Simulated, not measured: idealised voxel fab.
Process module, titled voxel self aligned contacts
Each square cell in cross-section cut measures 5 nm, and the section as a whole is 250 nm wide.
Bands, listed from the top down, are how a cross-section gets written in this document; the cross-section itself is a grid of square cells, and a band is one or more rows of them. First you get the band's top height and its bottom height, in nm, and then the materials it's made of, left to right, with each width in nm. If you see a single material with "throughout", that one covers the band edge to edge. "blank" is empty space. A quick word on heights: they are counted from 0, and under that level the wafer as it came to us is one material throughout. The lowest band is different from the rest in having no bottom; it simply continues downward, written as in "0 -> down". Read "30..40" as a graded width: first number on top, second number at the bottom, same change between each pair of neighbouring rows. It should be understood that the words "nothing changed", when stated for a given step, signify that the cross-section underwent no change in any of its cells during that step. Each empty space that has no open way to the top and spans at least 8 cells appears under "Closed void inventory" as width x height at distance, the distance counted from the left edge, all in nm. Anything after a step's settings on that line? It's the simulator's own note about the step. When a step includes a mask, the "overlay nm" setting on its line states how far to the right of its planned place that mask lay, and negative values state how far to the left.
## Below is the list of planned process steps
1,RECEIVE (material Si)
2,OXIDIZE (depth nm 5)
3,DIRECTIONAL_DEP (material polySi; thk nm 20)
4,DIRECTIONAL_DEP (material SiN; thk nm 20)
5,MASKED_ETCH (tone cover; mask id GATE; width nm 25; pitch nm 60; etch materials SiN; depth nm 20; overlay nm 0)
6,MASKED_ETCH (tone cover; mask id GATE; width nm 25; pitch nm 60; etch materials polySi; depth nm 20; overlay nm 0)
7,CONFORMAL_DEP (material SiN; thk nm 10)
8,DIRECTIONAL_ETCH (etch materials SiN; depth nm 10)
9,FILL_DEP (material SiO2; thk nm 10)
10,CMP (height nm 45)
11,MASKED_ETCH (tone open; mask id CONTACT; width nm 45; pitch nm 60; etch materials SiO2; depth nm 50; overlay nm 0)
12,CONFORMAL_DEP (material TiN; thk nm 5)
13,FILL_DEP (material Ru; thk nm 10)
14,CMP (height nm 45)
15,CONFORMAL_DEP (material SiCN; thk nm 5)
## As-received state of the wafer in cross-section, equivalent to post-step 1
    0 -> down  Si throughout
    Closed void inventory: none
## End-of-module XS, first of two wafers, run as planned
    50 -> 45  SiCN throughout
    45 -> 40  SiO2: 70, then TiN: 20, then Ru: 5, then TiN: 20, then SiO2: 15, then TiN: 20, then Ru: 5, then TiN: 20, then SiO2: 75
    40 -> 20  SiO2: 40, then SiN: 45, then TiN: 5, then Ru: 5, then TiN: 5, then SiN: 45, then TiN: 5, then Ru: 5, then TiN: 5, then SiN: 45, then SiO2: 45
    20 -> 0  SiO2: 40, then SiN: 10, then polySi: 25, then SiN: 10, then TiN: 5, then Ru: 5, then TiN: 5, then SiN: 10, then polySi: 25, then SiN: 10, then TiN: 5, then Ru: 5, then TiN: 5, then SiN: 10, then polySi: 25, then SiN: 10, then SiO2: 45
    0 -> -5  SiO2: 85, then TiN: 15, then SiO2: 45, then TiN: 15, then SiO2: 90
    -5 -> down  Si throughout
    Closed void inventory: none
## Module end: cross-section of wafer two of two. Same start and process plan as the first wafer. One mistake during execution
    50 -> 45  SiCN throughout
    45 -> 40  SiO2: 70, then TiN: 20, then Ru: 5, then TiN: 20, then SiO2: 15, then TiN: 20, then Ru: 5, then TiN: 20, then SiO2: 75
    40 -> 20  SiO2: 40, then SiN: 45, then TiN: 5, then Ru: 5, then TiN: 5, then SiN: 45, then TiN: 5, then Ru: 5, then TiN: 5, then SiN: 45, then SiO2: 45
    20 -> 5  SiO2: 40, then SiN: 10, then polySi: 25, then SiN: 10, then TiN: 5, then Ru: 5, then TiN: 5, then SiN: 10, then polySi: 25, then SiN: 10, then TiN: 5, then Ru: 5, then TiN: 5, then SiN: 10, then polySi: 25, then SiN: 10, then SiO2: 45
    5 -> 0  SiO2: 40, then SiN: 10, then polySi: 25, then SiN: 10, then TiN: 15, then SiN: 10, then polySi: 25, then SiN: 10, then TiN: 15, then SiN: 10, then polySi: 25, then SiN: 10, then SiO2: 45
    0 -> down  Si throughout
    Closed void inventory: none
Where did the run depart from the plan? no execution of plan step 2; skipped
Final tally in cells, some materials are higher or lower on the second wafer than on the first: Ru: 2 fewer | Si: 50 more | SiO2: 44 fewer | TiN: 4 fewer
